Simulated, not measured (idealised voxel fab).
process module | voxel ribs on slabs
cross-section cut | 275 nm wide | cells 5 nm
A cross-section is a grid of square cells, given in bands from the top down. A band is one or more rows of cells.
Each band's line starts with the height of the band's top and of its bottom, in nm. Then come its materials from left to right, each with its width in nm. One material with "throughout" fills the band from edge to edge. "air" is empty space.
Height 0 is the level under which the wafer as received is all one material. The lowest band goes on downwards, as in "0 down".
A width such as "30 to 40" changes by the same amount from each row of cells to the next, from the band's top row to its bottom row.
"no change" after a step means that no cell of the cross-section changed.
closed voids: empty space of 8 cells or more with no open way to the top, each as width x height at its distance from the left edge, in nm
after a step's settings: what the simulator itself notes on the step
overlay nm, on a step with a mask: how far to the right of its planned place the mask lay; to the left if negative
plan
1 op RECEIVE | material Si
2 op DIRECTIONAL_DEP | material SiO2 | thk nm 25
3 op DIRECTIONAL_DEP | material SiN | thk nm 15
4 op MASKED_ETCH | tone cover | mask id RIB | width nm 15 | etch materials SiN | depth nm 10 | overlay nm 0
5 op PATTERN | tone cover | mask id SLAB | material resist | width nm 55 | thk nm 20 | overlay nm 0
6 op DIRECTIONAL_ETCH | etch materials SiN | depth nm 5
7 op STRIP | etch materials resist
8 op FILL_DEP | material SiO2 | thk nm 15
9 op CMP | height nm 50
10 op DIRECTIONAL_DEP | material TiN | thk nm 10
11 op PATTERN | tone cover | mask id HEATER | material resist | width nm 25 | thk nm 15 | overlay nm 0
12 op DIRECTIONAL_ETCH | etch materials TiN | depth nm 10
13 op STRIP | etch materials resist
14 op CONFORMAL_DEP | material SiN | thk nm 5
as received, after step 1
  0 down: Si throughout
  closed voids: none
a wafer at the end: this start, this plan, one mistake
  65 to 60: SiN 130 | air 15 | SiN 130
  60 to 55: TiN 125 | SiN 5 | air 15 | SiN 5 | TiN 125
  55 to 50: TiN 125 | SiN 25 | TiN 125
  50 to 40: SiO2 throughout
  40 to 30: SiO2 130 | SiN 15 | SiO2 130
  30 to 25: SiO2 110 | SiN 55 | SiO2 110
  25 to 0: SiO2 throughout
  0 down: Si throughout
  closed voids: none
what went wrong: step 11 ran as: op PATTERN | tone open | mask id HEATER | material resist | width nm 25 | thk nm 15 | overlay nm 0
